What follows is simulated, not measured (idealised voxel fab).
Process module name: voxel capacitor over wiring
Each square cell in cross-section cut measures 5 nm, and the section as a whole is 155 nm wide.
We lay out every cross-section as a grid of square cells and spell it out in bands from the top down, where one band means one or more rows of cells. Heads up on the band format: heights come first, top then bottom, in nm. After that it's the materials left to right, each with its width in nm. A single material flagged "edge to edge" fills the whole band edge to edge, and "blank" means there's empty space there. Note: height 0 marks the level under which the wafer is uniformly one material as received. Lowest band unbounded below, written "0 nm and below". The notation "30 to 40" denotes a width that varies across the rows of cells in the band, beginning at the first number in the top row, finishing at the second number in the bottom row, and changing by an identical amount from each row to the next. A step reported as "stayed the same" is a step in which no cell of the cross-section changed. "Completely enclosed voids" contains a list of empty spaces, each no smaller than 8 cells and without an open way to the top, written in the form width x height at distance with the distance from the left edge and all three in nm. That trailing text on a step's line, after the settings, is the simulator's own remark on the step. For masked steps, "overlay nm" on the step line gives how far right of plan the mask actually lay; a minus sign means it lay to the left.
# Intended process steps
1,RECEIVE [material Si]
2,CONFORMAL_DEP [material SiO2] [thk nm 15]
3,CONFORMAL_DEP [material SiCN] [thk nm 5]
4,DIRECTIONAL_DEP [material SiO2] [thk nm 25]
5,DIRECTIONAL_DEP [material aC] [thk nm 10]
6,PATTERN [tone open] [mask id METAL_1] [material resist] [width nm 30] [pitch nm 95] [thk nm 30] [overlay nm 0]
7,DIRECTIONAL_ETCH [etch materials aC] [depth nm 10]
8,STRIP [etch materials resist]
9,DIRECTIONAL_ETCH [etch materials SiO2] [depth nm 25]
10,DIRECTIONAL_ETCH [etch materials SiCN] [depth nm 5]
11,STRIP [etch materials aC]
12,CONFORMAL_DEP [material TiN] [thk nm 5]
13,FILL_DEP [material Cu] [thk nm 10]
14,CMP [height nm 45]
15,CONFORMAL_DEP [material SiCN] [thk nm 5]
16,DIRECTIONAL_DEP [material SiO2] [thk nm 10]
17,MASKED_ETCH [tone open] [mask id PLUG_1] [width nm 15] [etch materials SiO2] [depth nm 10] [overlay nm 0]
18,MASKED_ETCH [tone open] [mask id PLUG_1] [width nm 15] [etch materials SiCN] [depth nm 5] [overlay nm 0]
19,CONFORMAL_DEP [material TiN] [thk nm 5]
20,FILL_DEP [material W] [thk nm 10]
21,CMP [height nm 60]
22,DIRECTIONAL_DEP [material TiN] [thk nm 10]
23,DIRECTIONAL_DEP [material HfO2] [thk nm 5]
24,DIRECTIONAL_DEP [material TiN] [thk nm 10]
25,PATTERN [tone cover] [mask id UPPER_PLATE] [material resist] [width nm 70] [thk nm 15] [overlay nm 0]
26,DIRECTIONAL_ETCH [etch materials TiN] [depth nm 10]
27,DIRECTIONAL_ETCH [etch materials HfO2] [depth nm 5]
28,STRIP [etch materials resist]
29,DIRECTIONAL_DEP [material aC] [thk nm 10]
30,PATTERN [tone cover] [mask id LOWER_PLATE] [material resist] [width nm 80] [thk nm 25] [overlay nm 0]
31,DIRECTIONAL_ETCH [etch materials aC] [depth nm 10]
32,STRIP [etch materials resist]
33,DIRECTIONAL_ETCH [etch materials TiN] [depth nm 10]
34,STRIP [etch materials aC]
35,FILL_DEP [material SiO2] [thk nm 20]
36,CMP [height nm 100]
37,MASKED_ETCH [tone open] [mask id PLUG_2] [width nm 15] [etch materials SiO2] [depth nm 15] [overlay nm 0]
38,CONFORMAL_DEP [material TiN] [thk nm 5]
39,FILL_DEP [material Ru] [thk nm 10]
40,CMP [height nm 100]
41,CONFORMAL_DEP [material SiCN] [thk nm 5]
The wafers are alike at the start. At step 37, their width nm differs. The plan lists the first wafer's value.
# The first of several wafers in cross-section, exactly as it reached us after step 1
	0 nm and below  Si edge to edge
	Completely enclosed voids: none
# Module finished, last step 41 done: cross-section of the first of several wafers
	105 nm to 100 nm  SiCN edge to edge
	100 nm to 90 nm  SiO2=40 | TiN=5 | Ru=5 | TiN=5 | SiO2=100
	90 nm to 85 nm  SiO2=40 | TiN=15 | SiO2=100
	85 nm to 75 nm  SiO2=30 | TiN=70 | SiO2=55
	75 nm to 70 nm  SiO2=30 | HfO2=70 | SiO2=55
	70 nm to 60 nm  SiO2=25 | TiN=80 | SiO2=50
	60 nm to 50 nm  SiO2=30 | TiN=5 | W=5 | TiN=5 | SiO2=110
	50 nm to 45 nm  SiCN=30 | TiN=15 | SiCN=110
	45 nm to 20 nm  SiO2=15 | TiN=5 | Cu=20 | TiN=5 | SiO2=65 | TiN=5 | Cu=20 | TiN=5 | SiO2=15
	20 nm to 15 nm  SiCN=15 | TiN=30 | SiCN=65 | TiN=30 | SiCN=15
	15 nm to 0 nm  SiO2 edge to edge
	0 nm and below  Si edge to edge
	Completely enclosed voids: none
# Final wafer of several, shown in cross-section at the end of the module
	105 nm to 100 nm  SiCN edge to edge
	100 nm to 90 nm  SiO2=35 | TiN=5 | Ru=20 | TiN=5 | SiO2=90
	90 nm to 85 nm  SiO2=35 | TiN=30 | SiO2=90
	85 nm to 75 nm  SiO2=30 | TiN=70 | SiO2=55
	75 nm to 70 nm  SiO2=30 | HfO2=70 | SiO2=55
	70 nm to 60 nm  SiO2=25 | TiN=80 | SiO2=50
	60 nm to 50 nm  SiO2=30 | TiN=5 | W=5 | TiN=5 | SiO2=110
	50 nm to 45 nm  SiCN=30 | TiN=15 | SiCN=110
	45 nm to 20 nm  SiO2=15 | TiN=5 | Cu=20 | TiN=5 | SiO2=65 | TiN=5 | Cu=20 | TiN=5 | SiO2=15
	20 nm to 15 nm  SiCN=15 | TiN=30 | SiCN=65 | TiN=30 | SiCN=15
	15 nm to 0 nm  SiO2 edge to edge
	0 nm and below  Si edge to edge
	Completely enclosed voids: none
# Row per wafer, end-of-module: cell gain (+)/loss (-) by material since the wafer came in, then closed voids
width nm 15 | +40 Cu | +14 HfO2 | +2 Ru | +78 SiCN | +409 SiO2 | +106 TiN | +2 W | Completely enclosed voids: none
width nm 20 | +40 Cu | +14 HfO2 | +4 Ru | +78 SiCN | +406 SiO2 | +107 TiN | +2 W | Completely enclosed voids: none
width nm 25 | +40 Cu | +14 HfO2 | +6 Ru | +78 SiCN | +403 SiO2 | +108 TiN | +2 W | Completely enclosed voids: none
width nm 30 | +40 Cu | +14 HfO2 | +8 Ru | +78 SiCN | +400 SiO2 | +109 TiN | +2 W | Completely enclosed voids: none
